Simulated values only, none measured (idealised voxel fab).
This is a process module. Its name is voxel double patterning.
Section shown: cut. Width: 235 nm. Cell size: 5 nm, square.
Just so we're on the same page, the cross-sections are grids of square cells, and they're listed out in bands top to bottom, each band one or more rows deep. What a band's entry tells you: where the top is and where the bottom is, as heights in nm, and after that what lies inside, material by material from left to right, each with its width in nm. Empty space is written as the word "blank", and a single material marked with the word "full width" occupies the band from edge to edge. Heads up on the height convention: 0 is the point under which the incoming wafer is all one material, and the lowest band has no bottom, it just keeps going down, like "z 0 and below". Top row gets the first number, bottom row gets the second, and each row in between changes by the same step: that is how a band width like "30 to 40" works. Where the words "nothing altered" appear for a step, the cross-section shows no cell changed by that step; every cell remained as before. Look at "Closed void entries" for the closed voids: empty spaces with no open path to the top, sized 8 cells or up. Each is width x height at distance, distance from the left edge, all nm. Read whatever lies past the settings on a step's line as the simulator's own remark about the step. When a step includes a mask, the "overlay nm" setting on its line states how far to the right of its planned place that mask lay, and negative values state how far to the left.

-- plan
1,RECEIVE, material Si
2,CONFORMAL_DEP, material SiO2, thk nm 5
3,DIRECTIONAL_DEP, material W, thk nm 15
4,DIRECTIONAL_DEP, material SiCN, thk nm 10
5,PATTERN, tone open, mask id FIRST, material resist, width nm 15, pitch nm 50, thk nm 20, overlay nm -15
6,DIRECTIONAL_ETCH, etch materials SiCN, depth nm 10
7,STRIP, etch materials resist
8,MASKED_ETCH, tone open, mask id SECOND, width nm 15, pitch nm 50, etch materials SiCN, depth nm 10, overlay nm 0
9,DIRECTIONAL_ETCH, etch materials W, depth nm 15
10,STRIP, etch materials SiCN
The value of overlay nm given for step 5 in the plan refers to the first wafer; the wafers vary in this setting and are alike at the start.

-- first wafer as received, after step 1
  z 0 and below = Si full width
  Closed void entries: none

-- Per wafer (row), end of module: delta in cells per material since receipt, (+) for gained, (-) for lost; closed voids after that
overlay nm -15; +47 SiO2; +102 W; Closed void entries: none
overlay nm -10; +47 SiO2; +96 W; Closed void entries: none
overlay nm -5; +47 SiO2; +96 W; Closed void entries: none
overlay nm 0; +47 SiO2; +96 W; Closed void entries: none
overlay nm 5; +47 SiO2; +96 W; Closed void entries: none
overlay nm 10; +47 SiO2; +96 W; Closed void entries: none
overlay nm 15; +47 SiO2; +102 W; Closed void entries: none
